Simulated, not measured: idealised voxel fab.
Proc. module: voxel capacitor over wiring
Displayed cross-section: cut, width of 200 nm, square cells sized 5 nm.
Notation: cross-section as square-cell grid; stated in bands, top first, going down; one or more cell rows per band.
The band entry comprises the height of the band's top followed by the height of its bottom, expressed in nm, and subsequently the band's materials from left to right, each stated together with its width in nm. Where a single material is marked with the word "edge to edge", that material fills the band from edge to edge. The word "air" represents empty space.
The level at which height equals 0 is the one under which the wafer, as it arrives, is entirely one material. No lower edge exists for the bottom band, which continues downward and is notated as in "0 and below".
Per-row width for "30..40": begins at first number (top row of band), ends at second number (bottom row), increment between rows held constant.
What does "nothing changed" mean for a step? It means no cell of the cross-section changed in that step.
"Sealed voids" - sealed voids, min. 8 cells, no opening to top; format: width x height at distance (distance from left edge; nm throughout).
Formally, on a step line, whatever follows the settings is a remark that the simulator itself makes on the step.
What "overlay nm" on a step's line means: if the step has a mask, that mask lay this far to the right of its planned place, or, when the value is negative, to the left.
# Below is the list of planned process steps
step 1: RECEIVE [material Si]
step 2: CONFORMAL_DEP [material SiO2] [thk nm 15]
step 3: DIRECTIONAL_DEP [material TiN] [thk nm 5]
step 4: DIRECTIONAL_DEP [material Ru] [thk nm 25]
step 5: PATTERN [tone cover] [mask id METAL_1] [material resist] [width nm 25] [pitch nm 85] [thk nm 20] [overlay nm 0]
step 6: DIRECTIONAL_ETCH [etch materials Ru] [depth nm 25]
step 7: DIRECTIONAL_ETCH [etch materials TiN] [depth nm 5]
step 8: STRIP [etch materials resist]
step 9: FILL_DEP [material SiO2] [thk nm 10]
step 10: CMP [height nm 45]
step 11: CONFORMAL_DEP [material SiCN] [thk nm 5]
step 12: DIRECTIONAL_DEP [material lowk] [thk nm 20]
step 13: MASKED_ETCH [tone open] [mask id PLUG_1] [width nm 15] [etch materials lowk] [depth nm 20] [overlay nm 0]
step 14: MASKED_ETCH [tone open] [mask id PLUG_1] [width nm 15] [etch materials SiCN] [depth nm 5] [overlay nm 0]
step 15: EPI [material Ru] [thk nm 10]
step 16: EPI [material Ru] [thk nm 10]
step 17: EPI [material Ru] [thk nm 5]
step 18: DIRECTIONAL_DEP [material TiN] [thk nm 10]
step 19: DIRECTIONAL_DEP [material HfO2] [thk nm 5]
step 20: DIRECTIONAL_DEP [material TiN] [thk nm 10]
step 21: DIRECTIONAL_DEP [material aC] [thk nm 10]
step 22: PATTERN [tone cover] [mask id UPPER_PLATE] [material resist] [width nm 65] [thk nm 30] [overlay nm 0]
step 23: DIRECTIONAL_ETCH [etch materials aC] [depth nm 10]
step 24: STRIP [etch materials resist]
step 25: DIRECTIONAL_ETCH [etch materials TiN] [depth nm 10]
step 26: DIRECTIONAL_ETCH [etch materials HfO2] [depth nm 5]
step 27: STRIP [etch materials aC]
step 28: DIRECTIONAL_DEP [material aC] [thk nm 15]
step 29: PATTERN [tone cover] [mask id LOWER_PLATE] [material resist] [width nm 75] [thk nm 35] [overlay nm 0]
step 30: DIRECTIONAL_ETCH [etch materials aC] [depth nm 15]
step 31: STRIP [etch materials resist]
step 32: DIRECTIONAL_ETCH [etch materials TiN] [depth nm 10]
step 33: STRIP [etch materials aC]
step 34: FILL_DEP [material SiO2] [thk nm 20]
step 35: CMP [height nm 110]
step 36: PATTERN [tone open] [mask id PLUG_2] [material resist] [width nm 15] [thk nm 15] [overlay nm 0]
step 37: DIRECTIONAL_ETCH [etch materials SiO2] [depth nm 15]
step 38: STRIP [etch materials resist]
step 39: CONFORMAL_DEP [material TiN] [thk nm 5]
step 40: FILL_DEP [material Ru] [thk nm 10]
step 41: CMP [height nm 110]
step 42: CONFORMAL_DEP [material SiN] [thk nm 5]
# As-received state of the wafer in cross-section, equivalent to post-step 1
  0 and below: Si edge to edge
  Sealed voids: none
# Module complete - cross-section of the first of two wafers, run according to plan
  115 down to 110: SiN edge to edge
  110 down to 100: SiO2 65 nm / TiN 5 nm / Ru 5 nm / TiN 5 nm / SiO2 120 nm
  100 down to 95: SiO2 65 nm / TiN 15 nm / SiO2 120 nm
  95 down to 85: SiO2 55 nm / TiN 65 nm / SiO2 80 nm
  85 down to 80: SiO2 55 nm / HfO2 65 nm / SiO2 80 nm
  80 down to 70: SiO2 50 nm / TiN 75 nm / SiO2 75 nm
  70 down to 50: lowk 55 nm / Ru 15 nm / lowk 130 nm
  50 down to 45: SiCN 55 nm / Ru 15 nm / SiCN 130 nm
  45 down to 20: SiO2 45 nm / Ru 25 nm / SiO2 60 nm / Ru 25 nm / SiO2 45 nm
  20 down to 15: SiO2 45 nm / TiN 25 nm / SiO2 60 nm / TiN 25 nm / SiO2 45 nm
  15 down to 0: SiO2 edge to edge
  0 and below: Si edge to edge
  Sealed voids: none
# The second wafer, shown in cross-section after the module: started the same way as the first and given the same plan, yet one mistake crept into how it was run
  130 down to 125: SiN edge to edge
  125 down to 115: Ru edge to edge
  115 down to 110: TiN 70 nm / Ru 5 nm / TiN 125 nm
  110 down to 100: SiO2 65 nm / TiN 5 nm / Ru 5 nm / TiN 5 nm / SiO2 120 nm
  100 down to 95: SiO2 65 nm / TiN 15 nm / SiO2 120 nm
  95 down to 85: SiO2 55 nm / TiN 65 nm / SiO2 80 nm
  85 down to 80: SiO2 55 nm / HfO2 65 nm / SiO2 80 nm
  80 down to 70: SiO2 50 nm / TiN 75 nm / SiO2 75 nm
  70 down to 50: lowk 55 nm / Ru 15 nm / lowk 130 nm
  50 down to 45: SiCN 55 nm / Ru 15 nm / SiCN 130 nm
  45 down to 20: SiO2 45 nm / Ru 25 nm / SiO2 60 nm / Ru 25 nm / SiO2 45 nm
  20 down to 15: SiO2 45 nm / TiN 25 nm / SiO2 60 nm / TiN 25 nm / SiO2 45 nm
  15 down to 0: SiO2 edge to edge
  0 and below: Si edge to edge
  Sealed voids: none
So what did we get wrong on this run? step 41 was left out
Wrapping up, a cell-based count of both wafers puts the second over or under the first for these materials: Ru: 81 more, TiN: 39 more
